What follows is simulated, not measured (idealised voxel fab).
voxel wiring stack: a process module
Each square cell in cross-section cut measures 5 nm, and the section as a whole is 205 nm wide.
We lay out every cross-section as a grid of square cells and spell it out in bands from the top down, where one band means one or more rows of cells. For a band, the entry starts with two heights in nm, that of the top and then that of the bottom, and carries on with the band's materials in order from left to right, each alongside its width in nm; the word "all across" beside a single material means it fills the band edge to edge, and "air" means empty space. Height is counted from the level 0, under which the received wafer is composed throughout of one material. The lowest of the bands is not closed at the bottom but continues downward, in the notation "top 0, no bottom". So if you see something like "30 to 40" for the width, read it as the top row of the band sitting at the first number and the bottom row at the second, with every row in between moving by the same amount as the last. "no alteration" for a step: no cell of the cross-section changed in that step. In the "Closed void register" entry, you get each enclosed empty space of 8 cells or more, one with no open way to the top, written width x height at distance, distance from the left edge, in nm. If you see something after the settings on a step's line, that's the simulator's own remark about that step. What "overlay nm" on a step's line means: if the step has a mask, that mask lay this far to the right of its planned place, or, when the value is negative, to the left.

### Process steps (planned)
step 1: RECEIVE with material Si
step 2: CONFORMAL_DEP with material SiO2, thk nm 10
step 3: CONFORMAL_DEP with material SiN, thk nm 5
step 4: DIRECTIONAL_DEP with material SiO2, thk nm 20
step 5: DIRECTIONAL_DEP with material aC, thk nm 15
step 6: PATTERN with tone open, mask id METAL_1, material resist, width nm 25, pitch nm 50, thk nm 35, overlay nm 0
step 7: DIRECTIONAL_ETCH with etch materials aC, depth nm 15
step 8: STRIP with etch materials resist
step 9: DIRECTIONAL_ETCH with etch materials SiO2, depth nm 20
step 10: DIRECTIONAL_ETCH with etch materials SiN, depth nm 5
step 11: STRIP with etch materials aC
step 12: CONFORMAL_DEP with material TiN, thk nm 5
step 13: FILL_DEP with material W, thk nm 5
step 14: CMP with height nm 35
step 15: EPI with material Ru, thk nm 5
step 16: FILL_DEP with material SiCN, thk nm 5
step 17: DIRECTIONAL_DEP with material lowk, thk nm 35
step 18: MASKED_ETCH with tone open, mask id METAL_2_HOLES, width nm 15, pitch nm 50, etch materials lowk, depth nm 35, overlay nm 0
step 19: MASKED_ETCH with tone open, mask id METAL_2, width nm 25, pitch nm 50, etch materials lowk, depth nm 20, overlay nm 0
step 20: MASKED_ETCH with tone open, mask id METAL_2, width nm 25, pitch nm 50, etch materials SiCN, depth nm 5, overlay nm 0
step 21: CONFORMAL_DEP with material TiN, thk nm 5
step 22: FILL_DEP with material Cu, thk nm 10
step 23: CMP with height nm 80
step 24: CONFORMAL_DEP with material SiCN, thk nm 5
step 25: DIRECTIONAL_DEP with material SiO2, thk nm 30
step 26: PATTERN with tone open, mask id METAL_3_HOLES, material resist, width nm 15, pitch nm 50, thk nm 15, overlay nm 0
step 27: DIRECTIONAL_ETCH with etch materials SiO2, depth nm 30
step 28: STRIP with etch materials resist
step 29: DIRECTIONAL_DEP with material aC, thk nm 15
step 30: PATTERN with tone open, mask id METAL_3, material resist, width nm 25, pitch nm 50, thk nm 35, overlay nm 0
step 31: DIRECTIONAL_ETCH with etch materials aC, depth nm 15
step 32: STRIP with etch materials resist
step 33: DIRECTIONAL_ETCH with etch materials SiO2, depth nm 20
step 34: DIRECTIONAL_ETCH with etch materials SiCN, depth nm 5
step 35: STRIP with etch materials aC
step 36: CONFORMAL_DEP with material TiN, thk nm 5
step 37: FILL_DEP with material Ru, thk nm 10
step 38: CMP with height nm 115
step 39: CONFORMAL_DEP with material SiCN, thk nm 5

### Here's what the wafer looked like in cross-section when it arrived - that's after step 1
> top 0, no bottom | Si all across
> Closed void register: none

### The cross-section shown corresponds to the wafer at the conclusion of the module. The initial structure and the process plan are those presented above; however, one mistake occurred in executing the plan
> top 120, bottom 115 | SiCN all across
> top 115, bottom 100 | SiO2 40, then TiN 5, then Ru 15, then TiN 5, then SiO2 25, then TiN 5, then Ru 15, then TiN 5, then SiO2 25, then TiN 5, then Ru 15, then TiN 5, then SiO2 40
> top 100, bottom 95 | SiO2 40, then TiN 5, then Ru 5, then TiN 15, then SiO2 25, then TiN 5, then Ru 5, then TiN 15, then SiO2 25, then TiN 5, then Ru 5, then TiN 15, then SiO2 40
> top 95, bottom 85 | SiO2 40, then TiN 5, then Ru 5, then TiN 5, then SiO2 35, then TiN 5, then Ru 5, then TiN 5, then SiO2 35, then TiN 5, then Ru 5, then TiN 5, then SiO2 50
> top 85, bottom 80 | SiCN 40, then TiN 15, then SiCN 35, then TiN 15, then SiCN 35, then TiN 15, then SiCN 50
> top 80, bottom 65 | lowk 40, then TiN 5, then Cu 15, then TiN 5, then lowk 25, then TiN 5, then Cu 15, then TiN 5, then lowk 25, then TiN 5, then Cu 15, then TiN 5, then lowk 40
> top 65, bottom 60 | lowk 40, then TiN 5, then Cu 5, then TiN 15, then lowk 25, then TiN 5, then Cu 5, then TiN 15, then lowk 25, then TiN 5, then Cu 5, then TiN 15, then lowk 40
> top 60, bottom 45 | lowk 40, then TiN 5, then Cu 5, then TiN 5, then lowk 35, then TiN 5, then Cu 5, then TiN 5, then lowk 35, then TiN 5, then Cu 5, then TiN 5, then lowk 50
> top 45, bottom 40 | SiCN 40, then TiN 15, then SiCN 35, then TiN 15, then SiCN 35, then TiN 15, then SiCN 50
> top 40, bottom 35 | Ru 45, then SiCN 15, then Ru 35, then SiCN 15, then Ru 35, then SiCN 15, then Ru 45
> top 35, bottom 15 | W 35, then TiN 5, then SiO2 25, then TiN 5, then W 15, then TiN 5, then SiO2 25, then TiN 5, then W 15, then TiN 5, then SiO2 25, then TiN 5, then W 35
> top 15, bottom 10 | TiN 40, then SiN 25, then TiN 25, then SiN 25, then TiN 25, then SiN 25, then TiN 40
> top 10, bottom 0 | SiO2 all across
> top 0, no bottom | Si all across
> Closed void register: none
Want to know what went wrong? heads up, step 6 didn't go per plan, it actually ran as PATTERN with tone cover, mask id METAL_1, material resist, width nm 25, pitch nm 50, thk nm 35, overlay nm 0
